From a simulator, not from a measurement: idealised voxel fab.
A process module follows: voxel wiring stack.
Square cells of 5 nm make up the cross-section cut, whose width is 210 nm.
Cross-section format: a grid of square cells, given as bands from top to bottom; each band is one or more rows of cells. Basically the band line says how high the top is and how high the bottom is, in nm, and then what's in it from left to right, every material with its width in nm. Empty space shows up as "blank", and if a single material carries "full width" it runs the full band edge to edge. The reference from which all heights are counted is 0, the level beneath which the as-received wafer is entirely one material; the lowest band, having no lower bound, proceeds downward and is written after the example "from 0 down". Width: "30 to 40" (first number = top row, second number = bottom row, same change from row to row of cells). Where the words "nothing got changed" appear for a step, the cross-section shows no cell changed by that step; every cell remained as before. Voids not open to the top, 8 cells minimum: see "Sealed cavities". Written width x height at distance; distance is from the left edge; nm. Anything after a step's settings on that line? It's the simulator's own note about the step. overlay nm: mask right of planned place by this much (step with mask). Neg. = left.

-- Steps planned for the process
1,RECEIVE [material Si]
2,CONFORMAL_DEP [material SiO2] [thk nm 10]
3,DIRECTIONAL_DEP [material TiN] [thk nm 5]
4,DIRECTIONAL_DEP [material W] [thk nm 25]
5,DIRECTIONAL_DEP [material aC] [thk nm 15]
6,PATTERN [tone cover] [mask id METAL_1] [material resist] [width nm 20] [pitch nm 45] [thk nm 35] [overlay nm 0]
7,DIRECTIONAL_ETCH [etch materials aC] [depth nm 15]
8,STRIP [etch materials resist]
9,DIRECTIONAL_ETCH [etch materials W] [depth nm 25]
10,DIRECTIONAL_ETCH [etch materials TiN] [depth nm 5]
11,STRIP [etch materials aC]
12,CONFORMAL_DEP [material SiN] [thk nm 5]
13,FILL_DEP [material lowk] [thk nm 5]
14,CMP [height nm 40]
15,CONFORMAL_DEP [material SiCN] [thk nm 5]
16,DIRECTIONAL_DEP [material lowk] [thk nm 15]
17,MASKED_ETCH [tone open] [mask id PLUG_1] [width nm 15] [pitch nm 45] [etch materials lowk] [depth nm 15] [overlay nm 0]
18,MASKED_ETCH [tone open] [mask id PLUG_1] [width nm 15] [pitch nm 45] [etch materials SiCN] [depth nm 5] [overlay nm 0]
19,CONFORMAL_DEP [material TiN] [thk nm 5]
20,FILL_DEP [material Ru] [thk nm 5]
21,CMP [height nm 60]
22,DIRECTIONAL_DEP [material TiN] [thk nm 5]
23,DIRECTIONAL_DEP [material W] [thk nm 20]
24,PATTERN [tone cover] [mask id METAL_2] [material resist] [width nm 20] [pitch nm 45] [thk nm 15] [overlay nm 0]
25,DIRECTIONAL_ETCH [etch materials W] [depth nm 20]
26,DIRECTIONAL_ETCH [etch materials TiN] [depth nm 5]
27,STRIP [etch materials resist]
28,CONFORMAL_DEP [material SiN] [thk nm 5]
29,FILL_DEP [material SiO2] [thk nm 5]
30,CMP [height nm 85]
31,CONFORMAL_DEP [material SiN] [thk nm 5]

-- Incoming wafer, cross-sectional view, post step 1
    from 0 down  Si full width
    Sealed cavities: none

-- The first of two wafers, cross-sectioned at the end of the module, with the run proceeding as planned
    from 90 to 85  SiN full width
    from 85 to 65  20 SiO2 / 5 SiN / 20 W / 5 SiN / 15 SiO2 / 5 SiN / 20 W / 5 SiN / 15 SiO2 / 5 SiN / 20 W / 5 SiN / 15 SiO2 / 5 SiN / 20 W / 5 SiN / 25 SiO2
    from 65 to 60  25 SiN / 20 TiN / 25 SiN / 20 TiN / 25 SiN / 20 TiN / 25 SiN / 20 TiN / 30 SiN
    from 60 to 45  25 lowk / 5 TiN / 5 Ru / 5 TiN / 30 lowk / 5 TiN / 5 Ru / 5 TiN / 30 lowk / 5 TiN / 5 Ru / 5 TiN / 30 lowk / 5 TiN / 5 Ru / 5 TiN / 35 lowk
    from 45 to 40  25 SiCN / 15 TiN / 30 SiCN / 15 TiN / 30 SiCN / 15 TiN / 30 SiCN / 15 TiN / 35 SiCN
    from 40 to 15  20 lowk / 5 SiN / 20 W / 5 SiN / 15 lowk / 5 SiN / 20 W / 5 SiN / 15 lowk / 5 SiN / 20 W / 5 SiN / 15 lowk / 5 SiN / 20 W / 5 SiN / 25 lowk
    from 15 to 10  25 SiN / 20 TiN / 25 SiN / 20 TiN / 25 SiN / 20 TiN / 25 SiN / 20 TiN / 30 SiN
    from 10 to 0  SiO2 full width
    from 0 down  Si full width
    Sealed cavities: none

-- Presented here is a cross-section of the second of the two wafers as it stood at the end of the module. It was started in the same manner and assigned the same plan as the first wafer; however, one mistake was made in its execution
    from 90 to 85  SiN full width
    from 85 to 65  20 SiO2 / 5 SiN / 20 W / 5 SiN / 15 SiO2 / 5 SiN / 20 W / 5 SiN / 15 SiO2 / 5 SiN / 20 W / 5 SiN / 15 SiO2 / 5 SiN / 20 W / 5 SiN / 25 SiO2
    from 65 to 60  25 SiN / 20 TiN / 25 SiN / 20 TiN / 25 SiN / 20 TiN / 25 SiN / 20 TiN / 30 SiN
    from 60 to 45  25 lowk / 5 TiN / 5 Ru / 5 TiN / 30 lowk / 5 TiN / 5 Ru / 5 TiN / 30 lowk / 5 TiN / 5 Ru / 5 TiN / 30 lowk / 5 TiN / 5 Ru / 5 TiN / 35 lowk
    from 45 to 40  25 SiCN / 15 TiN / 30 SiCN / 15 TiN / 30 SiCN / 15 TiN / 30 SiCN / 15 TiN / 35 SiCN
    from 40 to 35  20 lowk / 30 SiN / 15 lowk / 30 SiN / 15 lowk / 30 SiN / 15 lowk / 30 SiN / 25 lowk
    from 35 to 15  20 lowk / 5 SiN / 20 W / 5 SiN / 15 lowk / 5 SiN / 20 W / 5 SiN / 15 lowk / 5 SiN / 20 W / 5 SiN / 15 lowk / 5 SiN / 20 W / 5 SiN / 25 lowk
    from 15 to 10  25 SiN / 20 W / 25 SiN / 20 W / 25 SiN / 20 W / 25 SiN / 20 W / 30 SiN
    from 10 to 0  SiO2 full width
    from 0 down  Si full width
    Sealed cavities: none
Run error: skipped: plan step 3 (never run)
Final comparison by cell count, materials where the second wafer has more or fewer than the first: SiN: 16 more | TiN: 16 fewer
